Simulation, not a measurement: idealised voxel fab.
The process module presented herein is designated voxel wiring stack.
The width of the displayed cross-section, cut, is 140 nm; its cells are square, with a size of 5 nm.
We lay out every cross-section as a grid of square cells and spell it out in bands from the top down, where one band means one or more rows of cells.
Top height, bottom height, nm. Materials left to right, width each, nm. Single material + "all across" = fills band edge to edge. "air" = empty.
All heights in this document are referenced to 0, defined as the level beneath which the wafer, as received, consists entirely of one material. The lowest band is not bounded below; it extends indefinitely downward and is written in the form "top 0, no bottom".
The expression "30->40" gives the width at the extremes of the band, the first number at its top row of cells and the second at its bottom row, with the width changing by equal amounts from each row to the next in between.
The cross-section has no changed cell in any step marked "nothing was modified".
Enclosed voids (no open way to top), threshold 8 cells or more, entry "Enclosed void listing", notation width x height at distance, distance from left edge, nm.
Formally, on a step line, whatever follows the settings is a remark that the simulator itself makes on the step.
The "overlay nm" setting may appear on a step's line; for a step that uses a mask, it gives how far to the right of its planned position the mask lay, and a negative value indicates the left.
[The steps planned for the process are as follows]
1. RECEIVE [material Si]
2. CONFORMAL_DEP [material SiO2] [thk nm 15]
3. DIRECTIONAL_DEP [material TiN] [thk nm 5]
4. DIRECTIONAL_DEP [material Ru] [thk nm 25]
5. MASKED_ETCH [tone cover] [mask id METAL_1] [width nm 25] [pitch nm 40] [etch materials Ru] [depth nm 25] [overlay nm 0]
6. MASKED_ETCH [tone cover] [mask id METAL_1] [width nm 25] [pitch nm 40] [etch materials TiN] [depth nm 5] [overlay nm 0]
7. FILL_DEP [material lowk] [thk nm 5]
8. CMP [height nm 45]
9. CONFORMAL_DEP [material SiCN] [thk nm 5]
10. DIRECTIONAL_DEP [material lowk] [thk nm 20]
11. MASKED_ETCH [tone open] [mask id PLUG_1] [width nm 15] [pitch nm 80] [etch materials lowk] [depth nm 20] [overlay nm 0]
12. MASKED_ETCH [tone open] [mask id PLUG_1] [width nm 15] [pitch nm 80] [etch materials SiCN] [depth nm 5] [overlay nm 0]
13. EPI [material Ru] [thk nm 10]
14. EPI [material Ru] [thk nm 10]
15. EPI [material Ru] [thk nm 5]
16. CONFORMAL_DEP [material SiCN] [thk nm 5]
17. DIRECTIONAL_DEP [material SiO2] [thk nm 25]
18. MASKED_ETCH [tone open] [mask id METAL_2] [width nm 25] [pitch nm 40] [etch materials SiO2] [depth nm 25] [overlay nm 0]
19. MASKED_ETCH [tone open] [mask id METAL_2] [width nm 25] [pitch nm 40] [etch materials SiCN] [depth nm 5] [overlay nm 0]
20. CONFORMAL_DEP [material TiN] [thk nm 5]
21. FILL_DEP [material Cu] [thk nm 5]
22. CMP [height nm 100]
23. EPI [material Ru] [thk nm 5]
24. FILL_DEP [material SiCN] [thk nm 5]
Be aware that, although all wafers share a common starting state, the thk nm at step 16 differs among them, and the plan displays the first wafer's value.
[Cross-section of the first of several wafers on receipt, reflecting completion of step 1]
	top 0, no bottom: Si all across
	Enclosed void listing: none
[Quick key for the table: a row per wafer, taken at the end of the module. For each material it tells you how many cells the wafer gained (+) or lost (-) since it came in, and the closed voids come after]
thk nm 5 | +45 Cu | +126 Ru | +70 SiCN | +149 SiO2 | +60 TiN | +166 lowk | Enclosed void listing: none
thk nm 10 | +36 Cu | +126 Ru | +98 SiCN | +136 SiO2 | +54 TiN | +166 lowk | Enclosed void listing: none
thk nm 15 | +27 Cu | +126 Ru | +126 SiCN | +123 SiO2 | +48 TiN | +166 lowk | Enclosed void listing: none
thk nm 20 | +18 Cu | +126 Ru | +154 SiCN | +110 SiO2 | +42 TiN | +166 lowk | Enclosed void listing: none
